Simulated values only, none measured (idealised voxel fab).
process module | voxel ribs on slabs
cross-section cut | 175 nm wide | cells 5 nm
A cross-section is a grid of square cells, given in bands from the top down. A band is one or more rows of cells.
Each band's line starts with the height of the band's top and of its bottom, in nm. Then come its materials from left to right, each with its width in nm. One material with "throughout" fills the band from edge to edge. "air" is empty space.
Height 0 is the level under which the wafer as received is all one material. The lowest band goes on downwards, as in "0 down".
A width such as "30 to 40" changes by the same amount from each row of cells to the next, from the band's top row to its bottom row.
"no change" after a step means that no cell of the cross-section changed.
closed voids: empty space of 8 cells or more with no open way to the top, each as width x height at its distance from the left edge, in nm
after a step's settings: what the simulator itself notes on the step
overlay nm, on a step with a mask: how far to the right of its planned place the mask lay; to the left if negative
plan
1 op RECEIVE | material Si
2 op DIRECTIONAL_DEP | material SiO2 | thk nm 30
3 op DIRECTIONAL_DEP | material SiN | thk nm 20
4 op PATTERN | tone cover | mask id RIB | material resist | width nm 25 | thk nm 20 | overlay nm 0
5 op DIRECTIONAL_ETCH | etch materials SiN | depth nm 10
6 op STRIP | etch materials resist
7 op PATTERN | tone cover | mask id SLAB | material resist | width nm 65 | thk nm 15 | overlay nm 0
8 op DIRECTIONAL_ETCH | etch materials SiN | depth nm 10
9 op STRIP | etch materials resist
10 op FILL_DEP | material SiO2 | thk nm 20
11 op CMP | height nm 65
12 op DIRECTIONAL_DEP | material W | thk nm 10
13 op MASKED_ETCH | tone cover | mask id HEATER | width nm 35 | etch materials W | depth nm 10 | overlay nm 0
14 op CONFORMAL_DEP | material SiN | thk nm 5
as received, after step 1
  0 down: Si throughout
  closed voids: none
a wafer at the end: this start, this plan, one mistake
  75 to 65: air 70 | W 35 | air 70
  65 to 50: SiO2 throughout
  50 to 40: SiO2 75 | SiN 25 | SiO2 75
  40 to 30: SiO2 55 | SiN 65 | SiO2 55
  30 to 0: SiO2 throughout
  0 down: Si throughout
  closed voids: none
what went wrong: step 14 was left out
